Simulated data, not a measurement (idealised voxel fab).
Process module in this document: voxel released beams
The cross-section shown here is cut; it is 250 nm wide and divided into square cells measuring 5 nm on a side.
Cross-section format: a grid of square cells, given as bands from top to bottom; each band is one or more rows of cells. Heights first: top, then bottom, in nm. Then materials, left to right, each with a width in nm. "throughout" on a single material: fills the band edge to edge. "air": empty space. Convention: height 0 is the level below which the wafer, as received, is all one material. The lowest band does not terminate at the bottom but continues downward, represented as "0 and below". Think of "30..40" as a width that walks from the first number to the second as you go down the band, top row to bottom row, taking equal-sized steps from row to row. It should be understood that the words "everything unchanged", when stated for a given step, signify that the cross-section underwent no change in any of its cells during that step. Reported under the label "Fully sealed voids" are the empty spaces having no open way to the top and comprising 8 cells or more; the notation for each is width x height at distance, in which the distance is measured from the left edge and all three values are in nm. Whatever follows a step's settings on its line is a remark the simulator itself makes about that step. What "overlay nm" on a step's line means: if the step has a mask, that mask lay this far to the right of its planned place, or, when the value is negative, to the left.

**These are the steps we planned for the process**
step 1: RECEIVE (material Si)
step 2: CONFORMAL_DEP (material Al2O3; thk nm 5)
step 3: DIRECTIONAL_DEP (material SiO2; thk nm 20)
step 4: PATTERN (tone open; mask id ANCHOR; material resist; width nm 45; thk nm 15; overlay nm 0)
step 5: DIRECTIONAL_ETCH (etch materials SiO2; depth nm 20)
step 6: STRIP (etch materials resist)
step 7: CONFORMAL_DEP (material SiN; thk nm 15)
step 8: DIRECTIONAL_DEP (material aC; thk nm 10)
step 9: PATTERN (tone cover; mask id BEAM; material resist; width nm 105; thk nm 30; overlay nm 0)
step 10: DIRECTIONAL_ETCH (etch materials aC; depth nm 10)
step 11: STRIP (etch materials resist)
step 12: DIRECTIONAL_ETCH (etch materials SiN; depth nm 15)
step 13: STRIP (etch materials aC)
step 14: STRIP (etch materials SiO2)

**Received-state cross-section, reflecting completion of step 1**
0 and below | Si throughout
Fully sealed voids: none

**Starting wafer: above. Plan: above. Run: one mistake. Cross-section after the module: below**
40 down to 25 | air 65 nm | SiN 25 nm | air 15 nm | SiN 75 nm | air 70 nm
25 down to 20 | air 75 nm | SiN 15 nm | air 15 nm | SiN 15 nm | air 130 nm
20 down to 5 | air 75 nm | SiN 45 nm | air 130 nm
5 down to 0 | Al2O3 throughout
0 and below | Si throughout
Fully sealed voids: none
What was done differently from what was planned? it should be noted that step 9 was executed with settings other than those planned, the operation and settings actually applied being PATTERN (tone cover; mask id BEAM; material resist; width nm 115; thk nm 30; overlay nm 0)
